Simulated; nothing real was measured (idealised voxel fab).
You're looking at the process module voxel gate over fins.
Cross-section cut: width 185 nm, square cells of 5 nm.
Square cells in a grid make up a cross-section in this document, and the grid is given as bands, listed from the top down, each one or more rows of cells.
Within each band entry, the heights of the top and of the bottom of the band appear first, in that order and in nm; the materials of the band then follow from left to right, each with its corresponding width in nm. The designation "all across" on a single material indicates that it fills the band from edge to edge; the designation "air" indicates empty space.
Height reference: 0 = level under which incoming wafer is all one material. Lowest band: no bottom, runs on downward, e.g. "z 0 and below".
Width: "30->40" (first number = top row, second number = bottom row, same change from row to row of cells).
Where a step carries "no change", the cross-section came out of it unchanged, cell for cell.
The entry "Cavities, sealed" lists the empty spaces that cover at least 8 cells and have no open path to the top. Each is written as width x height at distance, where the distance is measured from the left edge and all three values are in nm.
Past the settings on a step's line: simulator remark, on that step.
overlay nm: how far to the right of its planned place the mask lay on this masked step (negative: to the left).

Process steps (planned):
1: RECEIVE: material Si
2: CONFORMAL_DEP: material SiN, thk nm 10
3: PATTERN: tone cover, mask id FINS, material resist, width nm 15, pitch nm 45, thk nm 15, overlay nm 0
4: DIRECTIONAL_ETCH: etch materials SiN, depth nm 10
5: DIRECTIONAL_ETCH: etch materials Si, depth nm 35
6: STRIP: etch materials resist
7: OXIDIZE: depth nm 5
8: FILL_DEP: material SiO2, thk nm 5
9: CMP: height nm 10
10: SELECTIVE_ETCH: etch materials SiO2, depth nm 25
11: STRIP: etch materials SiN
12: CONFORMAL_DEP: material HfO2, thk nm 5
13: CONFORMAL_DEP: material TiN, thk nm 5
14: FILL_DEP: material W, thk nm 10
15: CMP: height nm 5
16: CONFORMAL_DEP: material SiCN, thk nm 5
For this document, wafers share an identical start and vary in the step 15 height nm; the plan quotes the first wafer's value.

Cross-section, first of several wafers, as delivered after step 1:
> z 0 and below  Si all across
> Cavities, sealed: none

After the module's final step, step 16: the first of several wafers in cross-section:
> z 10 to 5  SiCN all across
> z 5 to 0  W=55  TiN=5  HfO2=15  TiN=5  W=20  TiN=5  HfO2=15  TiN=5  W=60
> z 0 to -5  W=55  TiN=5  HfO2=5  Si=5  HfO2=5  TiN=5  W=20  TiN=5  HfO2=5  Si=5  HfO2=5  TiN=5  W=60
> z -5 to -10  TiN=60  HfO2=5  Si=5  HfO2=5  TiN=30  HfO2=5  Si=5  HfO2=5  TiN=65
> z -10 to -15  HfO2=65  Si=5  HfO2=40  Si=5  HfO2=70
> z -15 to -40  SiO2=65  Si=5  SiO2=40  Si=5  SiO2=70
> z -40 and below  Si all across
> Cavities, sealed: none

Last wafer of the set, cross-sectioned at end of module:
> z 25 to 20  SiCN all across
> z 20 to 10  W all across
> z 10 to 5  W=55  TiN=25  W=20  TiN=25  W=60
> z 5 to 0  W=55  TiN=5  HfO2=15  TiN=5  W=20  TiN=5  HfO2=15  TiN=5  W=60
> z 0 to -5  W=55  TiN=5  HfO2=5  Si=5  HfO2=5  TiN=5  W=20  TiN=5  HfO2=5  Si=5  HfO2=5  TiN=5  W=60
> z -5 to -10  TiN=60  HfO2=5  Si=5  HfO2=5  TiN=30  HfO2=5  Si=5  HfO2=5  TiN=65
> z -10 to -15  HfO2=65  Si=5  HfO2=40  Si=5  HfO2=70
> z -15 to -40  SiO2=65  Si=5  SiO2=40  Si=5  SiO2=70
> z -40 and below  Si all across
> Cavities, sealed: none

Heads up, this table goes wafer by wafer. A row tells you, at the end of the module, how many cells of each material that wafer has put on (+) or dropped (-) since it was received, and then its closed voids:
height nm 5; +49 HfO2; -280 Si; +37 SiCN; +175 SiO2; +39 TiN; +54 W; Cavities, sealed: none
height nm 10; +49 HfO2; -280 Si; +37 SiCN; +175 SiO2; +49 TiN; +81 W; Cavities, sealed: none
height nm 15; +49 HfO2; -280 Si; +37 SiCN; +175 SiO2; +49 TiN; +118 W; Cavities, sealed: none
height nm 20; +49 HfO2; -280 Si; +37 SiCN; +175 SiO2; +49 TiN; +155 W; Cavities, sealed: none
